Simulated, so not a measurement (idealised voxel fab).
process module | voxel gate over fins
cross-section cut | 140 nm wide | cells 5 nm
A cross-section is a grid of square cells, given in bands from the top down. A band is one or more rows of cells.
Each band's line starts with the height of the band's top and of its bottom, in nm. Then come its materials from left to right, each with its width in nm. One material with "throughout" fills the band from edge to edge. "air" is empty space.
Height 0 is the level under which the wafer as received is all one material. The lowest band goes on downwards, as in "0 down".
A width such as "30 to 40" changes by the same amount from each row of cells to the next, from the band's top row to its bottom row.
"no change" after a step means that no cell of the cross-section changed.
closed voids: empty space of 8 cells or more with no open way to the top, each as width x height at its distance from the left edge, in nm
after a step's settings: what the simulator itself notes on the step
overlay nm, on a step with a mask: how far to the right of its planned place the mask lay; to the left if negative
plan
1 op RECEIVE | material Si
2 op CONFORMAL_DEP | material SiN | thk nm 5
3 op PATTERN | tone cover | mask id FINS | material resist | width nm 15 | pitch nm 60 | thk nm 20 | overlay nm 0
4 op DIRECTIONAL_ETCH | etch materials SiN | depth nm 5
5 op DIRECTIONAL_ETCH | etch materials Si | depth nm 40
6 op STRIP | etch materials resist
7 op OXIDIZE | depth nm 5
8 op FILL_DEP | material SiO2 | thk nm 15
9 op CMP | height nm 5
10 op PATTERN | tone open | mask id RAIL | material resist | width nm 15 | thk nm 15 | overlay nm 0
11 op DIRECTIONAL_ETCH | etch materials SiO2 | depth nm 40
12 op STRIP | etch materials resist
13 op CONFORMAL_DEP | material TiN | thk nm 5
14 op FILL_DEP | material W | thk nm 10
15 op CMP | height nm 5
16 op SELECTIVE_ETCH | etch materials W Ru TiN | depth nm 20
17 op FILL_DEP | material SiO2 | thk nm 5
18 op CMP | height nm 5
19 op SELECTIVE_ETCH | etch materials SiO2 | depth nm 15
20 op STRIP | etch materials SiN
21 op CONFORMAL_DEP | material HfO2 | thk nm 5
22 op CONFORMAL_DEP | material TiN | thk nm 5
23 op CONFORMAL_DEP | material TiAl | thk nm 5
24 op CONFORMAL_DEP | material TiN | thk nm 5
25 op FILL_DEP | material W | thk nm 10
26 op CMP | height nm 25
27 op CONFORMAL_DEP | material SiCN | thk nm 10
as received, after step 1
  0 down: Si throughout
  closed voids: none
first wafer at the end, as planned
  35 to 25: SiCN throughout
  25 to 20: W throughout
  20 to 15: W 15 | TiN 45 | W 15 | TiN 45 | W 20
  15 to 10: W 15 | TiN 5 | TiAl 35 | TiN 5 | W 15 | TiN 5 | TiAl 35 | TiN 5 | W 20
  10 to 5: TiN 20 | TiAl 5 | TiN 25 | TiAl 5 | TiN 25 | TiAl 5 | TiN 25 | TiAl 5 | TiN 25
  5 to 0: TiAl 25 | TiN 5 | HfO2 15 | TiN 5 | TiAl 35 | TiN 5 | HfO2 15 | TiN 5 | TiAl 30
  0 to -5: TiN 30 | HfO2 5 | Si 5 | HfO2 5 | TiN 45 | HfO2 5 | Si 5 | HfO2 5 | TiN 35
  -5 to -10: HfO2 35 | Si 5 | HfO2 55 | Si 5 | HfO2 40
  -10 to -15: SiO2 35 | Si 5 | SiO2 55 | Si 5 | SiO2 40
  -15 to -30: SiO2 35 | Si 5 | SiO2 20 | TiN 5 | W 5 | TiN 5 | SiO2 20 | Si 5 | SiO2 40
  -30 to -35: SiO2 35 | Si 5 | SiO2 20 | TiN 15 | SiO2 20 | Si 5 | SiO2 40
  -35 to -45: SiO2 35 | Si 5 | SiO2 55 | Si 5 | SiO2 40
  -45 down: Si throughout
  closed voids: none
second wafer at the end: like start, like plan, one mistake
  35 to 25: SiCN throughout
  25 to 20: W throughout
  20 to 10: W 15 | TiN 45 | W 15 | TiN 45 | W 20
  10 to 5: TiN 25 | TiAl 25 | TiN 35 | TiAl 25 | TiN 30
  5 to 0: TiN 25 | TiAl 5 | HfO2 15 | TiAl 5 | TiN 35 | TiAl 5 | HfO2 15 | TiAl 5 | TiN 30
  0 to -5: TiAl 30 | HfO2 5 | Si 5 | HfO2 5 | TiAl 45 | HfO2 5 | Si 5 | HfO2 5 | TiAl 35
  -5 to -10: HfO2 35 | Si 5 | HfO2 55 | Si 5 | HfO2 40
  -10 to -15: SiO2 35 | Si 5 | SiO2 55 | Si 5 | SiO2 40
  -15 to -30: SiO2 35 | Si 5 | SiO2 20 | TiN 5 | W 5 | TiN 5 | SiO2 20 | Si 5 | SiO2 40
  -30 to -35: SiO2 35 | Si 5 | SiO2 20 | TiN 15 | SiO2 20 | Si 5 | SiO2 40
  -35 to -45: SiO2 35 | Si 5 | SiO2 55 | Si 5 | SiO2 40
  -45 down: Si throughout
  closed voids: none
what went wrong: steps 22 and 23 were swapped
at the end the second wafer has, in cells: as many of each material as the first, in other places
